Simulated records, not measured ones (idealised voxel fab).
process module | voxel wiring stack
Section shown: cut. Width: 270 nm. Cell size: 5 nm, square.
A cross-section in this document is a grid of square cells, and it is written down as bands, the top band listed before the ones below it; a band is made up of one or more rows of cells.
First you get the band's top height and its bottom height, in nm, and then the materials it's made of, left to right, with each width in nm. If you see a single material with "edge to edge", that one covers the band edge to edge. "air" is empty space.
The level at which height equals 0 is the one under which the wafer, as it arrives, is entirely one material. No lower edge exists for the bottom band, which continues downward and is notated as in "z 0 and below".
Graded width ("30->40"): value in top row of band = first number; value in bottom row = second number; row-to-row change constant.
You'll sometimes find "nothing changed" written for a step, and that's the way of saying that nowhere in the cross-section did a cell change during that step.
You'll see "Trapped void list" listing empty spaces that have no way open to the top, as long as they're 8 cells or more; the notation is width x height at distance, where the distance is from the left edge, and all of it is in nm.
On a step's line, text after the settings is the simulator commenting on that step.
overlay nm: on a step with a mask, how far right of its planned place the mask lay; negative means left.

## Planned step list for the process
1) RECEIVE, material Si
2) CONFORMAL_DEP, material SiO2, thk nm 15
3) DIRECTIONAL_DEP, material TiN, thk nm 5
4) DIRECTIONAL_DEP, material W, thk nm 15
5) MASKED_ETCH, tone cover, mask id METAL_1, width nm 25, pitch nm 50, etch materials W, depth nm 15, overlay nm 0
6) MASKED_ETCH, tone cover, mask id METAL_1, width nm 25, pitch nm 50, etch materials TiN, depth nm 5, overlay nm 0
7) FILL_DEP, material SiO2, thk nm 10
8) CMP, height nm 35
9) CONFORMAL_DEP, material SiCN, thk nm 5
10) DIRECTIONAL_DEP, material SiO2, thk nm 35
11) DIRECTIONAL_DEP, material aC, thk nm 15
12) PATTERN, tone open, mask id METAL_2_HOLES, material resist, width nm 15, thk nm 30, overlay nm 0
13) DIRECTIONAL_ETCH, etch materials aC, depth nm 15
14) STRIP, etch materials resist
15) DIRECTIONAL_ETCH, etch materials SiO2, depth nm 35
16) STRIP, etch materials aC
17) MASKED_ETCH, tone open, mask id METAL_2, width nm 25, pitch nm 50, etch materials SiO2, depth nm 20, overlay nm 0
18) MASKED_ETCH, tone open, mask id METAL_2, width nm 25, pitch nm 50, etch materials SiCN, depth nm 5, overlay nm 0
19) CONFORMAL_DEP, material TiN, thk nm 5
20) FILL_DEP, material Cu, thk nm 5
21) CMP, height nm 75
22) CONFORMAL_DEP, material SiCN, thk nm 5
23) DIRECTIONAL_DEP, material SiO2, thk nm 35
24) MASKED_ETCH, tone open, mask id METAL_3_HOLES, width nm 15, etch materials SiO2, depth nm 35, overlay nm 0
25) PATTERN, tone open, mask id METAL_3, material resist, width nm 25, pitch nm 50, thk nm 15, overlay nm 0
26) DIRECTIONAL_ETCH, etch materials SiO2, depth nm 20
27) DIRECTIONAL_ETCH, etch materials SiCN, depth nm 5
28) STRIP, etch materials resist
29) CONFORMAL_DEP, material TiN, thk nm 5
30) FILL_DEP, material Ru, thk nm 10
31) CMP, height nm 115
32) CONFORMAL_DEP, material SiCN, thk nm 5
The wafers are alike at the start. At step 9, their thk nm differs. The plan lists the first wafer's value.

## The first of several wafers, as received after step 1, seen in section
- z 0 and below = Si edge to edge
- Trapped void list: none

## each wafer at the end: cells of each material gained (+) or lost (-) since it was received, then its closed voids
thk nm 5; +22 Cu; +22 Ru; +156 SiCN; +996 SiO2; +70 TiN; +30 W; Trapped void list: none
thk nm 10; +16 Cu; +22 Ru; +210 SiCN; +952 SiO2; +66 TiN; +30 W; Trapped void list: none
thk nm 15; +10 Cu; +22 Ru; +264 SiCN; +908 SiO2; +62 TiN; +30 W; Trapped void list: none
thk nm 20; +4 Cu; +22 Ru; +318 SiCN; +864 SiO2; +58 TiN; +30 W; Trapped void list: none
